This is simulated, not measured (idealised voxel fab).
This section sets out a process module, namely voxel fin reveal.
The cross-section on display is named cut; it measures 255 nm wide, and its cells are 5 nm squares.
A cross-section is a grid of square cells, given in bands from the top down. A band is one or more rows of cells. The entry gives the band's vertical extent as a top height and a bottom height in nm, then its horizontal make-up as materials from left to right, each with a width in nm. "air" stands for empty space; a single material marked "edge to edge" fills the band edge to edge. Convention: height 0 is the level below which the wafer, as received, is all one material. The lowest band does not terminate at the bottom but continues downward, represented as "0 and below". You'd read "30..40" like this: the band's top row of cells is as wide as the first number, its bottom row is as wide as the second, and going down, every row changes width by the same amount as the row before did. Given "nothing different" for a step, no cell of the cross-section differs between before and after that step. "Sealed internal voids" - sealed voids, min. 8 cells, no opening to top; format: width x height at distance (distance from left edge; nm throughout). Whatever follows a step's settings on its line is a remark the simulator itself makes about that step. If you see "overlay nm" on a step's line and that step has a mask, it's telling you how far right of where it was planned the mask ended up; a negative number means it went left instead.
### Planned process steps
1: RECEIVE [material Si]
2: CONFORMAL_DEP [material SiN] [thk nm 5]
3: DIRECTIONAL_DEP [material aC] [thk nm 10]
4: PATTERN [tone cover] [mask id FINS] [material resist] [width nm 15] [pitch nm 35] [thk nm 25] [overlay nm 0]
5: DIRECTIONAL_ETCH [etch materials aC] [depth nm 10]
6: STRIP [etch materials resist]
7: DIRECTIONAL_ETCH [etch materials SiN] [depth nm 5]
8: DIRECTIONAL_ETCH [etch materials Si] [depth nm 30]
9: STRIP [etch materials aC]
10: FILL_DEP [material SiO2] [thk nm 15]
11: CMP [height nm 5]
12: SELECTIVE_ETCH [etch materials SiO2] [depth nm 15]
13: STRIP [etch materials SiN]
14: CONFORMAL_DEP [material HfO2] [thk nm 5]
### Cross-section, incoming material, after step 1
  0 and below = Si edge to edge
  Sealed internal voids: none
### Look at the cross-section after the module: the wafer started out the way shown above and the plan was the one shown above, yet one mistake was made along the way
  5 down to 0 = 80 air | 25 SiO2 | 10 air | 25 SiO2 | 10 air | 25 SiO2 | 80 air
  0 down to -5 = 80 air | 5 SiO2 | 15 Si | 5 SiO2 | 10 air | 5 SiO2 | 15 Si | 5 SiO2 | 10 air | 5 SiO2 | 15 Si | 5 SiO2 | 80 air
  -5 down to -30 = 85 SiO2 | 15 Si | 20 SiO2 | 15 Si | 20 SiO2 | 15 Si | 85 SiO2
  -30 and below = Si edge to edge
  Sealed internal voids: none
So what did we get wrong on this run? the process deviated at step 14: the operation and settings actually run there were CONFORMAL_DEP [material SiO2] [thk nm 5]
